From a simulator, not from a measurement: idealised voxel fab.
The process module that follows is named voxel gate over fins.
The cross-section shown here is cut; it is 285 nm wide and divided into square cells measuring 5 nm on a side.
The cross-sections in this document take the form of a grid made of square cells. They are written out as bands, in order from top to bottom. Each band consists of one or more rows of cells. Each band's line starts with the height of the band's top and of its bottom, in nm. Then come its materials from left to right, each with its width in nm. One material with "full width" fills the band from edge to edge. "air" is empty space. Note: height 0 marks the level under which the wafer is uniformly one material as received. Lowest band unbounded below, written "0 -> down". With a width like "30..40", each row of cells in the band differs from the next by the same amount, the top row carrying the first number and the bottom row the second. It should be understood that the words "identical to before", when stated for a given step, signify that the cross-section underwent no change in any of its cells during that step. The entry "Listed closed voids" lists the empty spaces that cover at least 8 cells and have no open path to the top. Each is written as width x height at distance, where the distance is measured from the left edge and all three values are in nm. Formally, on a step line, whatever follows the settings is a remark that the simulator itself makes on the step. Steps that use a mask can have "overlay nm" on their line. It says how far the mask sat to the right of where it was meant to be. Negative means to the left.

[Planned step list for the process]
- 1: RECEIVE,material Si
- 2: CONFORMAL_DEP,material SiN,thk nm 10
- 3: PATTERN,tone cover,mask id FINS,material resist,width nm 15,pitch nm 40,thk nm 15,overlay nm 0
- 4: DIRECTIONAL_ETCH,etch materials SiN,depth nm 10
- 5: DIRECTIONAL_ETCH,etch materials Si,depth nm 30
- 6: STRIP,etch materials resist
- 7: FILL_DEP,material SiO2,thk nm 5
- 8: CMP,height nm 10
- 9: SELECTIVE_ETCH,etch materials SiO2,depth nm 25
- 10: STRIP,etch materials SiN
- 11: CONFORMAL_DEP,material HfO2,thk nm 5
- 12: CONFORMAL_DEP,material TiN,thk nm 5
- 13: FILL_DEP,material W,thk nm 10
- 14: CMP,height nm 15
- 15: CONFORMAL_DEP,material SiCN,thk nm 10

[Wafer cross-section on receipt, i.e. after step 1]
- 0 -> down | Si full width
- Listed closed voids: none

[What the wafer looks like in cross-section after this module, when it starts as shown above and follows the plan above but one mistake is made in running it]
- 25 -> 15 | SiCN full width
- 15 -> 5 | W full width
- 5 -> 0 | W 110 | TiN 25 | W 15 | TiN 25 | W 110
- 0 -> -10 | W 110 | TiN 5 | Si 15 | TiN 5 | W 15 | TiN 5 | Si 15 | TiN 5 | W 110
- -10 -> -15 | TiN 115 | Si 15 | TiN 25 | Si 15 | TiN 115
- -15 -> -30 | SiO2 115 | Si 15 | SiO2 25 | Si 15 | SiO2 115
- -30 -> down | Si full width
- Listed closed voids: none
Deviation from plan: execution of step 11 of the plan did not take place, the step having been omitted
